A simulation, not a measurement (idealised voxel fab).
You're looking at the process module voxel fin reveal.
The cross-section shown here is cut; it is 160 nm wide and divided into square cells measuring 5 nm on a side.
The cross-sections in this document take the form of a grid made of square cells. They are written out as bands, in order from top to bottom. Each band consists of one or more rows of cells.
Top height, bottom height, nm. Materials left to right, width each, nm. Single material + "full width" = fills band edge to edge. "blank" = empty.
Heights from 0 (as-received wafer is one material below). Bottom band endless downward, as "0 nm and below".
With a width like "30 to 40", each row of cells in the band differs from the next by the same amount, the top row carrying the first number and the bottom row the second.
Any step labelled "nothing changed" changed none of the cells in the cross-section.
Look at "Closed voids list" for the closed voids: empty spaces with no open path to the top, sized 8 cells or up. Each is width x height at distance, distance from the left edge, all nm.
On a step's line, text after the settings is the simulator commenting on that step.
"overlay nm", when on a step's line for a step with a mask, measures how far to the right of its planned place the mask lay; a negative measure means to the left.

List of planned process steps:
1: RECEIVE with material Si
2: CONFORMAL_DEP with material SiN, thk nm 5
3: MASKED_ETCH with tone cover, mask id FINS, width nm 15, pitch nm 45, etch materials SiN, depth nm 5, overlay nm 0
4: MASKED_ETCH with tone cover, mask id FINS, width nm 15, pitch nm 45, etch materials Si, depth nm 30, overlay nm 0
5: OXIDIZE with depth nm 5
6: FILL_DEP with material SiO2, thk nm 10
7: CMP with height nm 5
8: SELECTIVE_ETCH with etch materials SiO2, depth nm 25
9: STRIP with etch materials SiN
10: CONFORMAL_DEP with material SiO2, thk nm 5

First wafer out of two, processed as planned:

As-received state of the wafer in cross-section, equivalent to post-step 1:
> 0 nm and below: Si full width
> Closed voids list: none

Presented here is a cross-section of the wafer after step 2 has been performed:
> 5 nm to 0 nm: SiN full width
> Heights below 0 show no change.

Presented here is a cross-section of the wafer after step 3 has been performed:
> 5 nm to 0 nm: 50 nm blank; 15 nm SiN; 30 nm blank; 15 nm SiN; 50 nm blank
> Heights below 0 show no change.

Presented here is a cross-section of the wafer after step 4 has been performed:
> 5 nm to 0 nm: 50 nm blank; 15 nm SiN; 30 nm blank; 15 nm SiN; 50 nm blank
> 0 nm to -30 nm: 50 nm blank; 15 nm Si; 30 nm blank; 15 nm Si; 50 nm blank
> Heights below -30 show no change.

Presented here is a cross-section of the wafer after step 5 has been performed:
> 5 nm to 0 nm: 50 nm blank; 15 nm SiN; 30 nm blank; 15 nm SiN; 50 nm blank
> 0 nm to -30 nm: 50 nm blank; 5 nm SiO2; 5 nm Si; 5 nm SiO2; 30 nm blank; 5 nm SiO2; 5 nm Si; 5 nm SiO2; 50 nm blank
> -30 nm to -35 nm: 55 nm SiO2; 5 nm Si; 40 nm SiO2; 5 nm Si; 55 nm SiO2
> Heights below -35 show no change.

Presented here is a cross-section of the wafer after step 6 has been performed:
> 15 nm to 5 nm: SiO2 full width
> 5 nm to 0 nm: 50 nm SiO2; 15 nm SiN; 30 nm SiO2; 15 nm SiN; 50 nm SiO2
> 0 nm to -35 nm: 55 nm SiO2; 5 nm Si; 40 nm SiO2; 5 nm Si; 55 nm SiO2
> Heights below -35 show no change.

Presented here is a cross-section of the wafer after step 7 has been performed:
> 5 nm to 0 nm: 50 nm SiO2; 15 nm SiN; 30 nm SiO2; 15 nm SiN; 50 nm SiO2
> Heights below 0 show no change.

Presented here is a cross-section of the wafer after step 8 has been performed:
> 5 nm to 0 nm: 50 nm blank; 15 nm SiN; 30 nm blank; 15 nm SiN; 50 nm blank
> 0 nm to -20 nm: 55 nm blank; 5 nm Si; 40 nm blank; 5 nm Si; 55 nm blank
> Heights below -20 show no change.

Presented here is a cross-section of the wafer after step 9 has been performed:
> 0 nm to -20 nm: 55 nm blank; 5 nm Si; 40 nm blank; 5 nm Si; 55 nm blank
> Heights below -20 show no change.

Presented here is a cross-section of the wafer after step 10 has been performed:
> 5 nm to 0 nm: 50 nm blank; 15 nm SiO2; 30 nm blank; 15 nm SiO2; 50 nm blank
> 0 nm to -15 nm: 50 nm blank; 5 nm SiO2; 5 nm Si; 5 nm SiO2; 30 nm blank; 5 nm SiO2; 5 nm Si; 5 nm SiO2; 50 nm blank
> -15 nm to -35 nm: 55 nm SiO2; 5 nm Si; 40 nm SiO2; 5 nm Si; 55 nm SiO2
> Heights below -35 show no change.

What follows concerns the second wafer, which started out like the first and was meant to follow the very same plan; one mistake crept in when it was run, but everything up to and including step 2 is the same as for the first wafer:

Cross-sectional representation of the second wafer at the time designated in the plan for the completion of step 3:
> 5 nm to 0 nm: 50 nm SiN; 15 nm blank; 30 nm SiN; 15 nm blank; 50 nm SiN
> Heights below 0 show no change.

Cross-sectional representation of the second wafer at the time designated in the plan for the completion of step 4: nothing changed

Cross-sectional representation of the second wafer at the time designated in the plan for the completion of step 5:
> 5 nm to 0 nm: 50 nm SiN; 15 nm blank; 30 nm SiN; 15 nm blank; 50 nm SiN
> 0 nm to -5 nm: 45 nm Si; 25 nm SiO2; 20 nm Si; 25 nm SiO2; 45 nm Si
> Heights below -5 show no change.

Cross-sectional representation of the second wafer at the time designated in the plan for the completion of step 6:
> 15 nm to 5 nm: SiO2 full width
> 5 nm to 0 nm: 50 nm SiN; 15 nm SiO2; 30 nm SiN; 15 nm SiO2; 50 nm SiN
> Heights below 0 show no change.

Cross-sectional representation of the second wafer at the time designated in the plan for the completion of step 7:
> 5 nm to 0 nm: 50 nm SiN; 15 nm SiO2; 30 nm SiN; 15 nm SiO2; 50 nm SiN
> Heights below 0 show no change.

Cross-sectional representation of the second wafer at the time designated in the plan for the completion of step 8:
> 5 nm to 0 nm: 50 nm SiN; 15 nm blank; 30 nm SiN; 15 nm blank; 50 nm SiN
> 0 nm to -5 nm: 45 nm Si; 25 nm blank; 20 nm Si; 25 nm blank; 45 nm Si
> Heights below -5 show no change.

Cross-sectional representation of the second wafer at the time designated in the plan for the completion of step 9:
> 0 nm to -5 nm: 45 nm Si; 25 nm blank; 20 nm Si; 25 nm blank; 45 nm Si
> Heights below -5 show no change.

Cross-sectional representation of the second wafer at the time designated in the plan for the completion of step 10:
> 5 nm to 0 nm: 50 nm SiO2; 15 nm blank; 30 nm SiO2; 15 nm blank; 50 nm SiO2
> 0 nm to -5 nm: 45 nm Si; 25 nm SiO2; 20 nm Si; 25 nm SiO2; 45 nm Si
> Heights below -5 show no change.
The plan and the run diverged here: step 3: run off-plan, actual operation and settings MASKED_ETCH with tone open, mask id FINS, width nm 15, pitch nm 45, etch materials SiN, depth nm 5, overlay nm 0
Materials where the second wafer ends with more or fewer cells than the first: Si +200 | SiO2 -102
